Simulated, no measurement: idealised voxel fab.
process module | voxel air gaps
cross-section cut | 300 nm wide | cells 5 nm
A cross-section is a grid of square cells, given in bands from the top down. A band is one or more rows of cells.
Each band's line starts with the height of the band's top and of its bottom, in nm. Then come its materials from left to right, each with its width in nm. One material with "throughout" fills the band from edge to edge. "air" is empty space.
Height 0 is the level under which the wafer as received is all one material. The lowest band goes on downwards, as in "0 down".
A width such as "30 to 40" changes by the same amount from each row of cells to the next, from the band's top row to its bottom row.
"no change" after a step means that no cell of the cross-section changed.
closed voids: empty space of 8 cells or more with no open way to the top, each as width x height at its distance from the left edge, in nm
after a step's settings: what the simulator itself notes on the step
overlay nm, on a step with a mask: how far to the right of its planned place the mask lay; to the left if negative
plan
1 op RECEIVE | material Si
2 op CONFORMAL_DEP | material SiO2 | thk nm 10
3 op CONFORMAL_DEP | material SiN | thk nm 5
4 op DIRECTIONAL_DEP | material SiO2 | thk nm 35
5 op MASKED_ETCH | tone open | mask id LINES | width nm 15 | pitch nm 40 | etch materials SiO2 | depth nm 35 | overlay nm 0
6 op CONFORMAL_DEP | material TiN | thk nm 5
7 op FILL_DEP | material W | thk nm 10
8 op CMP | height nm 50
9 op EPI | material Ru | thk nm 10
10 op SELECTIVE_ETCH | etch materials SiO2 | depth nm 45
11 op CONFORMAL_DEP | material SiCN | thk nm 5
as received, after step 1
  0 down: Si throughout
  closed voids: none
a wafer at the end: this start, this plan, one mistake
  65 to 60: air 55 | SiCN 165 | air 80
  60 to 50: air 55 | SiCN 5 | Ru 35 | SiCN 5 | Ru 35 | SiCN 5 | Ru 35 | SiCN 5 | Ru 35 | SiCN 5 | air 80
  50 to 45: air 55 | SiCN 15 | TiN 5 | W 5 | TiN 5 | SiCN 25 | TiN 5 | W 5 | TiN 5 | SiCN 25 | TiN 5 | W 5 | TiN 5 | SiCN 25 | TiN 5 | W 5 | TiN 5 | SiCN 15 | air 80
  45 to 20: air 65 | SiCN 5 | TiN 5 | W 5 | TiN 5 | SiCN 5 | air 15 | SiCN 5 | TiN 5 | W 5 | TiN 5 | SiCN 5 | air 15 | SiCN 5 | TiN 5 | W 5 | TiN 5 | SiCN 5 | air 15 | SiCN 5 | TiN 5 | W 5 | TiN 5 | SiCN 5 | air 90
  20 to 15: SiCN 70 | TiN 15 | SiCN 25 | TiN 15 | SiCN 25 | TiN 15 | SiCN 25 | TiN 15 | SiCN 95
  15 to 10: SiN throughout
  10 to 0: SiO2 throughout
  0 down: Si throughout
  closed voids: 15 x 25 at 90; 15 x 25 at 130; 15 x 25 at 170
what went wrong: step 5 ran as: op MASKED_ETCH | tone open | mask id LINES | width nm 15 | pitch nm 40 | etch materials SiO2 | depth nm 35 | overlay nm -10
